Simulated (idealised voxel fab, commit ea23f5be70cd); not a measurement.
Proc. module: voxel wiring stack
In the cross-section labelled cut, the width is 230 nm and each square cell is 5 nm.
A cross-section in this document is a grid of square cells, and it is written down as bands, the top band listed before the ones below it; a band is made up of one or more rows of cells. The entry gives the band's vertical extent as a top height and a bottom height in nm, then its horizontal make-up as materials from left to right, each with a width in nm. "empty" stands for empty space; a single material marked "edge to edge" fills the band edge to edge. Heights are measured from 0, the level below which the as-received wafer is all one material; the lowest band has no bottom and continues downward, written as in "0 -> down". Width "30 to 40": first value at the band's top row of cells, second value at its bottom row, equal change from row to row. A step reported as "remains unaltered" is a step in which no cell of the cross-section changed. "Enclosed void catalog" specifies each empty space that is not open to the top and that occupies no fewer than 8 cells, using the form width x height at distance, the distance measured from the left edge and all three quantities in nm. On a step's line, text after the settings is the simulator commenting on that step. overlay nm: how far to the right of its planned place the mask lay on this masked step (negative: to the left).
Steps in the process plan:
1: RECEIVE: material Si
2: CONFORMAL_DEP: material SiO2, thk nm 10
3: DIRECTIONAL_DEP: material TiN, thk nm 5
4: DIRECTIONAL_DEP: material W, thk nm 25
5: MASKED_ETCH: tone cover, mask id METAL_1, width nm 25, pitch nm 40, etch materials W, depth nm 25, overlay nm 0
6: MASKED_ETCH: tone cover, mask id METAL_1, width nm 25, pitch nm 40, etch materials TiN, depth nm 5, overlay nm 0
7: CONFORMAL_DEP: material SiCN, thk nm 5
8: FILL_DEP: material lowk, thk nm 10
9: CMP: height nm 40
10: CONFORMAL_DEP: material SiCN, thk nm 5
11: DIRECTIONAL_DEP: material SiO2, thk nm 10
12: PATTERN: tone open, mask id PLUG_1, material resist, width nm 15, thk nm 20, overlay nm 0
13: DIRECTIONAL_ETCH: etch materials SiO2, depth nm 10
14: DIRECTIONAL_ETCH: etch materials SiCN, depth nm 5
15: STRIP: etch materials resist
16: CONFORMAL_DEP: material TiN, thk nm 5
17: FILL_DEP: material Ru, thk nm 5
18: CMP: height nm 55
19: CONFORMAL_DEP: material SiCN, thk nm 5
20: DIRECTIONAL_DEP: material lowk, thk nm 25
21: MASKED_ETCH: tone open, mask id METAL_2, width nm 25, pitch nm 40, etch materials lowk, depth nm 25, overlay nm 0
22: MASKED_ETCH: tone open, mask id METAL_2, width nm 25, pitch nm 40, etch materials SiCN, depth nm 5, overlay nm 0
23: CONFORMAL_DEP: material TiN, thk nm 5
24: FILL_DEP: material Cu, thk nm 5
25: CMP: height nm 85
26: CONFORMAL_DEP: material SiCN, thk nm 5
27: DIRECTIONAL_DEP: material lowk, thk nm 10
28: MASKED_ETCH: tone open, mask id PLUG_2, width nm 15, etch materials lowk, depth nm 10, overlay nm 0
29: MASKED_ETCH: tone open, mask id PLUG_2, width nm 15, etch materials SiCN, depth nm 5, overlay nm 0
30: CONFORMAL_DEP: material TiN, thk nm 5
31: FILL_DEP: material Cu, thk nm 5
32: CMP: height nm 100
33: DIRECTIONAL_DEP: material TiN, thk nm 5
34: DIRECTIONAL_DEP: material W, thk nm 25
35: DIRECTIONAL_DEP: material aC, thk nm 10
36: PATTERN: tone cover, mask id METAL_3, material resist, width nm 25, pitch nm 40, thk nm 25, overlay nm 0
37: DIRECTIONAL_ETCH: etch materials aC, depth nm 10
38: STRIP: etch materials resist
39: DIRECTIONAL_ETCH: etch materials W, depth nm 25
40: DIRECTIONAL_ETCH: etch materials TiN, depth nm 5
41: STRIP: etch materials aC
42: FILL_DEP: material lowk, thk nm 10
43: CMP: height nm 130
44: CONFORMAL_DEP: material SiCN, thk nm 5
45: DIRECTIONAL_DEP: material lowk, thk nm 10
46: MASKED_ETCH: tone open, mask id PLUG_3, width nm 15, etch materials lowk, depth nm 10, overlay nm 0
47: MASKED_ETCH: tone open, mask id PLUG_3, width nm 15, etch materials SiCN, depth nm 5, overlay nm 0
48: CONFORMAL_DEP: material TiN, thk nm 5
49: FILL_DEP: material W, thk nm 10
50: CMP: height nm 145
51: CONFORMAL_DEP: material SiN, thk nm 5
52: DIRECTIONAL_DEP: material SiO2, thk nm 25
53: MASKED_ETCH: tone open, mask id METAL_4, width nm 25, pitch nm 40, etch materials SiO2, depth nm 25, overlay nm 0
54: MASKED_ETCH: tone open, mask id METAL_4, width nm 25, pitch nm 40, etch materials SiN, depth nm 5, overlay nm 0
55: CONFORMAL_DEP: material TiN, thk nm 5
56: FILL_DEP: material Ru, thk nm 10
57: CMP: height nm 175
58: EPI: material Ru, thk nm 5
59: FILL_DEP: material SiCN, thk nm 5
Cross-section of the wafer at receipt, which is the condition after step 1:
0 -> down = Si edge to edge
Enclosed void catalog: none
The cross-section shown corresponds to the wafer at the conclusion of the module. The initial structure and the process plan are those presented above; however, one mistake occurred in executing the plan:
185 -> 180 = SiCN edge to edge
180 -> 175 = SiCN: 75 | Ru: 35 | SiCN: 5 | Ru: 35 | SiCN: 80
175 -> 150 = SiO2: 80 | TiN: 5 | Ru: 15 | TiN: 5 | SiO2: 15 | TiN: 5 | Ru: 15 | TiN: 5 | SiO2: 85
150 -> 145 = SiN: 80 | TiN: 25 | SiN: 15 | TiN: 25 | SiN: 85
145 -> 135 = lowk: 80 | TiN: 5 | W: 5 | TiN: 5 | lowk: 135
135 -> 130 = SiCN: 80 | TiN: 15 | SiCN: 135
130 -> 105 = lowk: 80 | W: 25 | lowk: 15 | W: 25 | lowk: 85
105 -> 100 = lowk: 80 | TiN: 25 | lowk: 15 | TiN: 25 | lowk: 85
100 -> 90 = lowk: 80 | TiN: 5 | Cu: 5 | TiN: 5 | lowk: 135
90 -> 85 = SiCN: 80 | TiN: 15 | SiCN: 135
85 -> 60 = lowk: 80 | TiN: 5 | Cu: 15 | TiN: 5 | lowk: 15 | TiN: 5 | Cu: 15 | TiN: 5 | lowk: 85
60 -> 55 = SiCN: 80 | TiN: 25 | SiCN: 15 | TiN: 25 | SiCN: 85
55 -> 50 = SiCN: 80 | TiN: 15 | SiCN: 135
50 -> 40 = SiO2 edge to edge
40 -> 15 = lowk: 75 | SiCN: 5 | W: 25 | SiCN: 5 | lowk: 5 | SiCN: 5 | W: 25 | SiCN: 5 | lowk: 80
15 -> 10 = SiCN: 80 | TiN: 25 | SiCN: 15 | TiN: 25 | SiCN: 85
10 -> 0 = SiO2 edge to edge
0 -> down = Si edge to edge
Enclosed void catalog: none
Deviation from plan: ran 10 and 11 in swapped order versus the plan
